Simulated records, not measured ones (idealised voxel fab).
Process module heading - voxel transistor to metal
Square cell edge 5 nm, section width 290 nm, ID cut.
The cross-sections in this document take the form of a grid made of square cells. They are written out as bands, in order from top to bottom. Each band consists of one or more rows of cells.
Per band: top height and bottom height in nm, followed by the left-to-right materials and their widths in nm; "full width" marks a single material spanning edge to edge, "empty" marks empty space.
Beneath 0, the wafer as received is one material, and that level is where height counting begins. The lowest band goes on downward without a bottom; it is written like "from 0 down".
You'd read "30..40" like this: the band's top row of cells is as wide as the first number, its bottom row is as wide as the second, and going down, every row changes width by the same amount as the row before did.
When a step is marked "no change occurred", none of the cells in the cross-section changed during that step.
"Closed void catalog" - sealed voids, min. 8 cells, no opening to top; format: width x height at distance (distance from left edge; nm throughout).
Read whatever lies past the settings on a step's line as the simulator's own remark about the step.
For masked steps, "overlay nm" on the step line gives how far right of plan the mask actually lay; a minus sign means it lay to the left.
Below is the list of planned process steps:
- 1: RECEIVE with material Si
- 2: CONFORMAL_DEP with material SiO2, thk nm 5
- 3: CONFORMAL_DEP with material SiN, thk nm 15
- 4: PATTERN with tone cover, mask id ACTIVE, material resist, width nm 105, pitch nm 125, thk nm 15, overlay nm 0
- 5: DIRECTIONAL_ETCH with etch materials SiN, depth nm 15
- 6: DIRECTIONAL_ETCH with etch materials SiO2, depth nm 5
- 7: DIRECTIONAL_ETCH with etch materials Si, depth nm 25
- 8: STRIP with etch materials resist
- 9: FILL_DEP with material SiO2, thk nm 15
- 10: CMP with height nm 20
- 11: SELECTIVE_ETCH with etch materials SiO2, depth nm 5
- 12: STRIP with etch materials SiN
- 13: SELECTIVE_ETCH with etch materials SiO2, depth nm 5
- 14: OXIDIZE with depth nm 5
- 15: DIRECTIONAL_DEP with material polySi, thk nm 30
- 16: DIRECTIONAL_DEP with material SiCN, thk nm 15
- 17: PATTERN with tone cover, mask id GATE, material resist, width nm 35, pitch nm 125, thk nm 15, overlay nm 0
- 18: DIRECTIONAL_ETCH with etch materials SiCN, depth nm 25
- 19: DIRECTIONAL_ETCH with etch materials polySi, depth nm 40
- 20: STRIP with etch materials resist
- 21: CONFORMAL_DEP with material SiN, thk nm 5
- 22: DIRECTIONAL_ETCH with etch materials SiN, depth nm 5
- 23: DIRECTIONAL_ETCH with etch materials SiO2, depth nm 5
- 24: EPI with material pSi, thk nm 5
- 25: FILL_DEP with material SiO2, thk nm 10
- 26: CMP with height nm 30
- 27: STRIP with etch materials polySi
- 28: SELECTIVE_ETCH with etch materials SiO2, depth nm 5
- 29: CONFORMAL_DEP with material HfO2, thk nm 5
- 30: CONFORMAL_DEP with material TiN, thk nm 5
- 31: FILL_DEP with material W, thk nm 5
- 32: CMP with height nm 25
- 33: DIRECTIONAL_DEP with material SiO2, thk nm 15
- 34: MASKED_ETCH with tone open, mask id CONTACT, width nm 15, etch materials SiO2, depth nm 40, overlay nm -15
- 35: CONFORMAL_DEP with material TiN, thk nm 5
- 36: FILL_DEP with material Ru, thk nm 5
- 37: CMP with height nm 40
- 38: CONFORMAL_DEP with material SiCN, thk nm 5
- 39: DIRECTIONAL_DEP with material SiO2, thk nm 25
- 40: PATTERN with tone open, mask id METAL_1, material resist, width nm 15, thk nm 20, overlay nm 0
- 41: DIRECTIONAL_ETCH with etch materials SiO2, depth nm 25
- 42: DIRECTIONAL_ETCH with etch materials SiCN, depth nm 5
- 43: STRIP with etch materials resist
- 44: CONFORMAL_DEP with material TiN, thk nm 5
- 45: FILL_DEP with material Ru, thk nm 10
- 46: CMP with height nm 70
- 47: CONFORMAL_DEP with material SiCN, thk nm 5
Split variable: overlay nm, step 34. Plan value = first wafer. Wafers start alike.
The first of several wafers, as received after step 1, seen in section:
- from 0 down | Si full width
- Closed void catalog: none
End-of-module cross-section, first of several wafers, after last step 47:
- from 75 to 70 | SiCN full width
- from 70 to 45 | SiO2=35 | TiN=5 | Ru=5 | TiN=5 | SiO2=65 | TiN=5 | Ru=5 | TiN=5 | SiO2=30 | TiN=5 | Ru=5 | TiN=5 | SiO2=65 | TiN=5 | Ru=5 | TiN=5 | SiO2=35
- from 45 to 40 | SiCN=35 | TiN=15 | SiCN=65 | TiN=15 | SiCN=30 | TiN=15 | SiCN=65 | TiN=15 | SiCN=35
- from 40 to 30 | SiO2=20 | TiN=5 | Ru=5 | TiN=5 | SiO2=65 | TiN=5 | Ru=5 | TiN=5 | SiO2=30 | TiN=5 | Ru=5 | TiN=5 | SiO2=65 | TiN=5 | Ru=5 | TiN=5 | SiO2=50
- from 30 to 25 | SiO2=20 | TiN=5 | Ru=5 | TiN=5 | SiO2=65 | TiN=15 | SiO2=30 | TiN=5 | Ru=5 | TiN=5 | SiO2=65 | TiN=15 | SiO2=50
- from 25 to 15 | SiO2=20 | TiN=5 | Ru=5 | TiN=5 | SiO2=25 | SiN=5 | HfO2=5 | TiN=5 | W=15 | TiN=5 | HfO2=5 | SiN=5 | TiN=10 | SiO2=30 | TiN=5 | Ru=5 | TiN=5 | SiO2=25 | SiN=5 | HfO2=5 | TiN=5 | W=15 | TiN=5 | HfO2=5 | SiN=5 | TiN=10 | SiO2=50
- from 15 to 10 | SiO2=20 | TiN=15 | SiO2=25 | SiN=5 | HfO2=5 | TiN=5 | W=15 | TiN=5 | HfO2=5 | SiN=5 | TiN=10 | SiO2=30 | TiN=15 | SiO2=25 | SiN=5 | HfO2=5 | TiN=5 | W=15 | TiN=5 | HfO2=5 | SiN=5 | TiN=10 | SiO2=50
- from 10 to 5 | SiO2=20 | TiN=5 | SiN=5 | TiN=5 | SiO2=25 | SiN=5 | HfO2=5 | TiN=5 | W=15 | TiN=5 | HfO2=5 | SiN=5 | TiN=10 | SiO2=20 | SiN=5 | SiO2=5 | TiN=5 | SiN=5 | TiN=5 | SiO2=25 | SiN=5 | HfO2=5 | TiN=5 | W=15 | TiN=5 | HfO2=5 | SiN=5 | TiN=10 | SiO2=20 | SiN=5 | SiO2=25
- from 5 to 0 | SiO2=20 | TiN=5 | SiN=5 | TiN=5 | SiO2=25 | SiN=5 | HfO2=5 | TiN=25 | HfO2=5 | SiN=5 | TiN=10 | SiO2=20 | SiN=5 | SiO2=5 | TiN=5 | SiN=5 | TiN=5 | SiO2=25 | SiN=5 | HfO2=5 | TiN=25 | HfO2=5 | SiN=5 | TiN=10 | SiO2=20 | SiN=5 | SiO2=25
- from 0 to -5 | SiO2=30 | pSi=30 | HfO2=45 | pSi=30 | SiO2=20 | pSi=30 | HfO2=45 | pSi=30 | SiO2=30
- from -5 to -25 | SiO2=30 | Si=105 | SiO2=20 | Si=105 | SiO2=30
- from -25 down | Si full width
- Closed void catalog: none
So this is the cross-section on the last wafer at the end of the module:
- from 75 to 70 | SiCN full width
- from 70 to 45 | SiO2=35 | TiN=5 | Ru=5 | TiN=5 | SiO2=65 | TiN=5 | Ru=5 | TiN=5 | SiO2=30 | TiN=5 | Ru=5 | TiN=5 | SiO2=65 | TiN=5 | Ru=5 | TiN=5 | SiO2=35
- from 45 to 40 | SiCN=35 | TiN=15 | SiCN=65 | TiN=15 | SiCN=30 | TiN=15 | SiCN=65 | TiN=15 | SiCN=35
- from 40 to 30 | SiO2=50 | TiN=5 | Ru=5 | TiN=5 | SiO2=65 | TiN=5 | Ru=5 | TiN=5 | SiO2=30 | TiN=5 | Ru=5 | TiN=5 | SiO2=65 | TiN=5 | Ru=5 | TiN=5 | SiO2=20
- from 30 to 25 | SiO2=50 | TiN=15 | SiO2=65 | TiN=5 | Ru=5 | TiN=5 | SiO2=30 | TiN=15 | SiO2=65 | TiN=5 | Ru=5 | TiN=5 | SiO2=20
- from 25 to 15 | SiO2=50 | TiN=10 | SiN=5 | HfO2=5 | TiN=5 | W=15 | TiN=5 | HfO2=5 | SiN=5 | SiO2=25 | TiN=5 | Ru=5 | TiN=5 | SiO2=30 | TiN=10 | SiN=5 | HfO2=5 | TiN=5 | W=15 | TiN=5 | HfO2=5 | SiN=5 | SiO2=25 | TiN=5 | Ru=5 | TiN=5 | SiO2=20
- from 15 to 10 | SiO2=50 | TiN=10 | SiN=5 | HfO2=5 | TiN=5 | W=15 | TiN=5 | HfO2=5 | SiN=5 | SiO2=25 | TiN=15 | SiO2=30 | TiN=10 | SiN=5 | HfO2=5 | TiN=5 | W=15 | TiN=5 | HfO2=5 | SiN=5 | SiO2=25 | TiN=15 | SiO2=20
- from 10 to 5 | SiO2=25 | SiN=5 | SiO2=20 | TiN=10 | SiN=5 | HfO2=5 | TiN=5 | W=15 | TiN=5 | HfO2=5 | SiN=5 | SiO2=25 | TiN=5 | SiN=5 | TiN=5 | SiO2=5 | SiN=5 | SiO2=20 | TiN=10 | SiN=5 | HfO2=5 | TiN=5 | W=15 | TiN=5 | HfO2=5 | SiN=5 | SiO2=25 | TiN=5 | SiN=5 | TiN=5 | SiO2=20
- from 5 to 0 | SiO2=25 | SiN=5 | SiO2=20 | TiN=10 | SiN=5 | HfO2=5 | TiN=25 | HfO2=5 | SiN=5 | SiO2=25 | TiN=5 | SiN=5 | TiN=5 | SiO2=5 | SiN=5 | SiO2=20 | TiN=10 | SiN=5 | HfO2=5 | TiN=25 | HfO2=5 | SiN=5 | SiO2=25 | TiN=5 | SiN=5 | TiN=5 | SiO2=20
- from 0 to -5 | SiO2=30 | pSi=30 | HfO2=45 | pSi=30 | SiO2=20 | pSi=30 | HfO2=45 | pSi=30 | SiO2=30
- from -5 to -25 | SiO2=30 | Si=105 | SiO2=20 | Si=105 | SiO2=30
- from -25 down | Si full width
- Closed void catalog: none
Row per wafer, end-of-module: cell gain (+)/loss (-) by material since the wafer came in, then closed voids:
overlay nm -15, +38 HfO2, +34 Ru, -122 Si, +104 SiCN, +28 SiN, +594 SiO2, +146 TiN, +24 W, +24 pSi, Closed void catalog: none
overlay nm -10, +38 HfO2, +44 Ru, -122 Si, +104 SiCN, +28 SiN, +584 SiO2, +146 TiN, +24 W, +24 pSi, Closed void catalog: none
overlay nm -5, +38 HfO2, +48 Ru, -122 Si, +104 SiCN, +28 SiN, +580 SiO2, +146 TiN, +24 W, +24 pSi, Closed void catalog: none
overlay nm 0, +38 HfO2, +48 Ru, -122 Si, +104 SiCN, +28 SiN, +580 SiO2, +146 TiN, +24 W, +24 pSi, Closed void catalog: none
overlay nm 5, +38 HfO2, +48 Ru, -122 Si, +104 SiCN, +28 SiN, +580 SiO2, +146 TiN, +24 W, +24 pSi, Closed void catalog: none
overlay nm 10, +38 HfO2, +44 Ru, -122 Si, +104 SiCN, +28 SiN, +584 SiO2, +146 TiN, +24 W, +24 pSi, Closed void catalog: none
overlay nm 15, +38 HfO2, +34 Ru, -122 Si, +104 SiCN, +28 SiN, +594 SiO2, +146 TiN, +24 W, +24 pSi, Closed void catalog: none
